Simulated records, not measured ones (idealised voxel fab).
Title: Process Module voxel capacitor over wiring
Each square cell in cross-section cut measures 5 nm, and the section as a whole is 235 nm wide.
Cross-sections here: square-cell grids, written as top-down lists of bands, a band being one or more rows of cells. A band entry consists of two parts. The first gives the height of the band's top and the height of its bottom, in nm. The rest lists the band's materials from left to right, each with its width in nm. A single material labelled with the word "full width" fills the band from edge to edge, and the word "air" marks empty space. Below 0: as-received wafer, all one material; heights counted from there. Lowest band: no bottom, goes on down, written "0 down". A width given as "30->40" starts at the first number in the band's top row and ends at the second number in its bottom row, shifting by an equal amount at every step from row to row. What does "remained unchanged" mean for a step? It means no cell of the cross-section changed in that step. "Sealed-off cavities" enumerates empty spaces isolated from the top, with no open way to it, that contain at least 8 cells, giving each as width x height at distance from the left edge, all three in nm. Read whatever lies past the settings on a step's line as the simulator's own remark about the step. A step's line can hold "overlay nm"; with a mask on that step, the setting says how far right of the planned place the mask lay, while a negative setting says it lay to the left.
Planned process steps:
1) RECEIVE, material Si
2) CONFORMAL_DEP, material SiO2, thk nm 10
3) CONFORMAL_DEP, material SiCN, thk nm 5
4) DIRECTIONAL_DEP, material lowk, thk nm 20
5) DIRECTIONAL_DEP, material aC, thk nm 15
6) PATTERN, tone open, mask id METAL_1, material resist, width nm 30, pitch nm 85, thk nm 30, overlay nm 0
7) DIRECTIONAL_ETCH, etch materials aC, depth nm 15
8) STRIP, etch materials resist
9) DIRECTIONAL_ETCH, etch materials lowk, depth nm 20
10) DIRECTIONAL_ETCH, etch materials SiCN, depth nm 5
11) STRIP, etch materials aC
12) CONFORMAL_DEP, material TiN, thk nm 5
13) FILL_DEP, material Ru, thk nm 10
14) CMP, height nm 35
15) CONFORMAL_DEP, material SiCN, thk nm 5
16) DIRECTIONAL_DEP, material lowk, thk nm 10
17) MASKED_ETCH, tone open, mask id PLUG_1, width nm 15, etch materials lowk, depth nm 10, overlay nm 0
18) MASKED_ETCH, tone open, mask id PLUG_1, width nm 15, etch materials SiCN, depth nm 5, overlay nm 0
19) EPI, material Ru, thk nm 10
20) EPI, material Ru, thk nm 5
21) DIRECTIONAL_DEP, material TiN, thk nm 10
22) DIRECTIONAL_DEP, material HfO2, thk nm 5
23) DIRECTIONAL_DEP, material TiN, thk nm 5
24) PATTERN, tone cover, mask id UPPER_PLATE, material resist, width nm 60, thk nm 15, overlay nm 0
25) DIRECTIONAL_ETCH, etch materials TiN, depth nm 5
26) DIRECTIONAL_ETCH, etch materials HfO2, depth nm 5
27) STRIP, etch materials resist
28) PATTERN, tone cover, mask id LOWER_PLATE, material resist, width nm 70, thk nm 20, overlay nm 0
29) DIRECTIONAL_ETCH, etch materials TiN, depth nm 10
30) STRIP, etch materials resist
31) FILL_DEP, material SiO2, thk nm 20
32) CMP, height nm 85
33) DIRECTIONAL_DEP, material aC, thk nm 10
34) PATTERN, tone open, mask id PLUG_2, material resist, width nm 15, thk nm 30, overlay nm 0
35) DIRECTIONAL_ETCH, etch materials aC, depth nm 10
36) STRIP, etch materials resist
37) DIRECTIONAL_ETCH, etch materials SiO2, depth nm 15
38) STRIP, etch materials aC
39) CONFORMAL_DEP, material TiN, thk nm 5
40) FILL_DEP, material Cu, thk nm 5
41) CMP, height nm 85
42) CONFORMAL_DEP, material SiN, thk nm 5
Cross-section of the wafer upon arrival, representing the state reached after step 1:
	0 down: Si full width
	Sealed-off cavities: none
One mistake in running the module, otherwise start and plan as above: cross-section at the end:
	90 to 85: SiN full width
	85 to 75: SiO2: 85 | TiN: 5 | Cu: 5 | TiN: 5 | SiO2: 135
	75 to 65: SiO2: 85->75 | TiN: 15->60 | SiO2: 135->100
	65 to 60: SiO2: 75 | HfO2: 60 | SiO2: 100
	60 to 50: SiO2: 70 | TiN: 70 | SiO2: 95
	50 to 40: lowk: 85 | Ru: 15 | lowk: 135
	40 to 35: SiCN: 85 | Ru: 5 | SiCN: 145
	35 to 15: lowk: 60 | TiN: 5 | Ru: 20 | TiN: 5 | lowk: 55 | TiN: 5 | Ru: 20 | TiN: 5 | lowk: 60
	15 to 10: SiCN: 60 | TiN: 30 | SiCN: 55 | TiN: 30 | SiCN: 60
	10 to 0: SiO2 full width
	0 down: Si full width
	Sealed-off cavities: none
In executing the process, a mistake was made relative to the plan: step 17 did not happen as planned, as run it was MASKED_ETCH, tone open, mask id PLUG_1, width nm 15, etch materials lowk, depth nm 10, overlay nm 10
